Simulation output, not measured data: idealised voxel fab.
The document below concerns the process module designated voxel double patterning.
This is section cut - it's 295 nm across, gridded in 5 nm square cells.
Cross-section layout: square cells on a grid; listed as bands, top to bottom; a band spans one or more cell rows. Within each band entry, the heights of the top and of the bottom of the band appear first, in that order and in nm; the materials of the band then follow from left to right, each with its corresponding width in nm. The designation "all across" on a single material indicates that it fills the band from edge to edge; the designation "air" indicates empty space. Heights are reckoned from 0. Under this level, the received wafer is all of one material. The bottommost band is open-ended downward, for example "top 0, no bottom". The width entry "30->40" should be interpreted row by row: the top row of cells in the band takes the first number, the bottom row takes the second number, and the change between adjacent rows is uniform throughout. "no alterations made" after a step means that no cell of the cross-section changed. This entry, "Closed void list", enumerates those empty regions of no fewer than 8 cells that possess no open connection to the top. Each region is reported in the form width x height at distance, the distance being taken from the left edge, with all three quantities expressed in nm. What comes after the settings on a step's line is commentary from the simulator itself on that step. "overlay nm" on a masked step: distance the mask lay right of its planned place, negative for left.
**Process steps - plan**
1. RECEIVE,material Si
2. CONFORMAL_DEP,material SiN,thk nm 10
3. DIRECTIONAL_DEP,material SiO2,thk nm 15
4. DIRECTIONAL_DEP,material SiCN,thk nm 5
5. PATTERN,tone open,mask id FIRST,material resist,width nm 15,pitch nm 50,thk nm 15,overlay nm 0
6. DIRECTIONAL_ETCH,etch materials SiCN,depth nm 5
7. STRIP,etch materials resist
8. DIRECTIONAL_DEP,material aC,thk nm 10
9. PATTERN,tone open,mask id SECOND,material resist,width nm 15,thk nm 30,overlay nm 0
10. DIRECTIONAL_ETCH,etch materials aC,depth nm 10
11. STRIP,etch materials resist
12. DIRECTIONAL_ETCH,etch materials SiCN,depth nm 5
13. STRIP,etch materials aC
14. DIRECTIONAL_ETCH,etch materials SiO2,depth nm 15
15. STRIP,etch materials SiCN
**Cross-sectional view of the wafer in its as-received condition, corresponding to the state after step 1**
* top 0, no bottom: Si all across
* Closed void list: none
**The first of two wafers, cross-sectioned at the end of the module, with the run proceeding as planned**
* top 25, bottom 10: SiO2 115 | air 15 | SiO2 10 | air 15 | SiO2 10 | air 15 | SiO2 115
* top 10, bottom 0: SiN all across
* top 0, no bottom: Si all across
* Closed void list: none
**The second wafer, shown in cross-section after the module: started the same way as the first and given the same plan, yet one mistake crept into how it was run**
* top 40, bottom 25: SiO2 115 | air 15 | SiO2 10 | air 15 | SiO2 10 | air 15 | SiO2 115
* top 25, bottom 10: SiO2 all across
* top 10, bottom 0: SiN all across
* top 0, no bottom: Si all across
* Closed void list: none
What broke from the plan during processing? in the plan, step 3 was performed twice
It is noted that, at the conclusion of processing, the second wafer exhibits a higher or lower cell count for certain materials relative to the first: SiO2 +177
